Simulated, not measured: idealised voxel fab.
The process module presented herein is designated voxel plated lines.
Section shown: cut. Width: 265 nm. Cell size: 5 nm, square.
We lay out every cross-section as a grid of square cells and spell it out in bands from the top down, where one band means one or more rows of cells.
For a band, the entry starts with two heights in nm, that of the top and then that of the bottom, and carries on with the band's materials in order from left to right, each alongside its width in nm; the word "everywhere" beside a single material means it fills the band edge to edge, and "empty" means empty space.
All heights in this document are referenced to 0, defined as the level beneath which the wafer, as received, consists entirely of one material. The lowest band is not bounded below; it extends indefinitely downward and is written in the form "from 0 down".
The notation "30->40" denotes a width that varies across the rows of cells in the band, beginning at the first number in the top row, finishing at the second number in the bottom row, and changing by an identical amount from each row to the next.
Given "nothing got changed" for a step, no cell of the cross-section differs between before and after that step.
The entry titled "Enclosed internal voids" provides the empty spaces that have no open way to the top, restricted to those of 8 cells or more. Each is presented as width x height at distance, the distance being measured from the left edge, with all three in nm.
Heads up: the bit after the settings on a step's line is the simulator's remark on that step.
overlay nm: on a step with a mask, how far right of its planned place the mask lay; negative means left.

Process steps foreseen in the plan
1 op RECEIVE | material Si
2 op CONFORMAL_DEP | material SiO2 | thk nm 5
3 op DIRECTIONAL_DEP | material TiN | thk nm 5
4 op PATTERN | tone open | mask id LINES | material resist | width nm 30 | pitch nm 60 | thk nm 30 | overlay nm 0
5 op EPI | material Ru | thk nm 10
6 op EPI | material Ru | thk nm 10
7 op STRIP | etch materials resist
8 op DIRECTIONAL_ETCH | etch materials TiN | depth nm 5
9 op CONFORMAL_DEP | material SiO2 | thk nm 10

The cross-section here shows the wafer as received, i.e. in its state after step 1
* from 0 down = Si everywhere
* Enclosed internal voids: none

Cross-sectional image of the first of two wafers at the end of the module, the run having proceeded as planned
* from 40 to 30 = 75 empty; 50 SiO2; 10 empty; 50 SiO2; 80 empty
* from 30 to 15 = 75 empty; 10 SiO2; 30 Ru; 10 SiO2; 10 empty; 10 SiO2; 30 Ru; 10 SiO2; 80 empty
* from 15 to 10 = 85 SiO2; 30 Ru; 30 SiO2; 30 Ru; 90 SiO2
* from 10 to 5 = 85 SiO2; 30 TiN; 30 SiO2; 30 TiN; 90 SiO2
* from 5 to 0 = SiO2 everywhere
* from 0 down = Si everywhere
* Enclosed internal voids: none

Wafer two cross-section, module end. Start and plan unchanged from wafer one; one mistake made during the run
* from 50 to 40 = 75 empty; 50 SiO2; 10 empty; 50 SiO2; 80 empty
* from 40 to 15 = 75 empty; 10 SiO2; 30 Ru; 10 SiO2; 10 empty; 10 SiO2; 30 Ru; 10 SiO2; 80 empty
* from 15 to 10 = 85 SiO2; 30 Ru; 30 SiO2; 30 Ru; 90 SiO2
* from 10 to 5 = 85 SiO2; 30 TiN; 30 SiO2; 30 TiN; 90 SiO2
* from 5 to 0 = SiO2 everywhere
* from 0 down = Si everywhere
* Enclosed internal voids: none
Error vs. plan: note: one of steps 5 and 6 (identical) was run twice; cannot identify which
at the end the second wafer has, in cells: +24 Ru; +16 SiO2
